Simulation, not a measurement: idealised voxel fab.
process module | voxel wiring stack
cross-section cut | 150 nm wide | cells 5 nm
A cross-section is a grid of square cells, given in bands from the top down. A band is one or more rows of cells.
Each band's line starts with the height of the band's top and of its bottom, in nm. Then come its materials from left to right, each with its width in nm. One material with "throughout" fills the band from edge to edge. "air" is empty space.
Height 0 is the level under which the wafer as received is all one material. The lowest band goes on downwards, as in "0 down".
A width such as "30 to 40" changes by the same amount from each row of cells to the next, from the band's top row to its bottom row.
"no change" after a step means that no cell of the cross-section changed.
closed voids: empty space of 8 cells or more with no open way to the top, each as width x height at its distance from the left edge, in nm
after a step's settings: what the simulator itself notes on the step
overlay nm, on a step with a mask: how far to the right of its planned place the mask lay; to the left if negative
plan
1 op RECEIVE | material Si
2 op CONFORMAL_DEP | material SiO2 | thk nm 10
3 op DIRECTIONAL_DEP | material TiN | thk nm 5
4 op DIRECTIONAL_DEP | material W | thk nm 20
5 op MASKED_ETCH | tone cover | mask id METAL_1 | width nm 20 | pitch nm 35 | etch materials W | depth nm 20 | overlay nm 0
6 op MASKED_ETCH | tone cover | mask id METAL_1 | width nm 20 | pitch nm 35 | etch materials TiN | depth nm 5 | overlay nm 0
7 op FILL_DEP | material lowk | thk nm 10
8 op CMP | height nm 35
9 op CONFORMAL_DEP | material SiCN | thk nm 5
10 op DIRECTIONAL_DEP | material SiO2 | thk nm 20
11 op MASKED_ETCH | tone open | mask id PLUG_1 | width nm 15 | etch materials SiO2 | depth nm 20 | overlay nm 0
12 op MASKED_ETCH | tone open | mask id PLUG_1 | width nm 15 | etch materials SiCN | depth nm 5 | overlay nm 0
13 op CONFORMAL_DEP | material TiN | thk nm 5
14 op FILL_DEP | material Ru | thk nm 5
15 op CMP | height nm 60
16 op CONFORMAL_DEP | material SiCN | thk nm 5
17 op DIRECTIONAL_DEP | material lowk | thk nm 25
18 op DIRECTIONAL_DEP | material aC | thk nm 10
19 op PATTERN | tone open | mask id METAL_2 | material resist | width nm 20 | pitch nm 35 | thk nm 25 | overlay nm 0
20 op DIRECTIONAL_ETCH | etch materials aC | depth nm 10
21 op STRIP | etch materials resist
22 op DIRECTIONAL_ETCH | etch materials lowk | depth nm 25
23 op DIRECTIONAL_ETCH | etch materials SiCN | depth nm 5
24 op STRIP | etch materials aC
25 op CONFORMAL_DEP | material TiN | thk nm 5
26 op FILL_DEP | material Ru | thk nm 5
27 op CMP | height nm 90
28 op EPI | material Ru | thk nm 5
29 op FILL_DEP | material SiCN | thk nm 5
as received, after step 1
  0 down: Si throughout
  closed voids: none
a wafer at the end: this start, this plan, one mistake
  100 to 95: SiCN throughout
  95 to 90: SiCN 50 | Ru 30 | SiCN 5 | Ru 30 | SiCN 35
  90 to 65: lowk 55 | TiN 5 | Ru 10 | TiN 5 | lowk 15 | TiN 5 | Ru 10 | TiN 5 | lowk 40
  65 to 60: SiCN 55 | TiN 20 | SiCN 15 | TiN 20 | SiCN 40
  60 to 40: SiO2 45 | TiN 5 | Ru 5 | TiN 5 | SiO2 90
  40 to 35: SiCN 45 | TiN 15 | SiCN 90
  35 to 15: lowk 45 | W 20 | lowk 15 | W 20 | lowk 50
  15 to 10: lowk 45 | TiN 20 | lowk 15 | TiN 20 | lowk 50
  10 to 0: SiO2 throughout
  0 down: Si throughout
  closed voids: none
what went wrong: step 19 ran as: op PATTERN | tone open | mask id METAL_2 | material resist | width nm 20 | pitch nm 35 | thk nm 25 | overlay nm 10
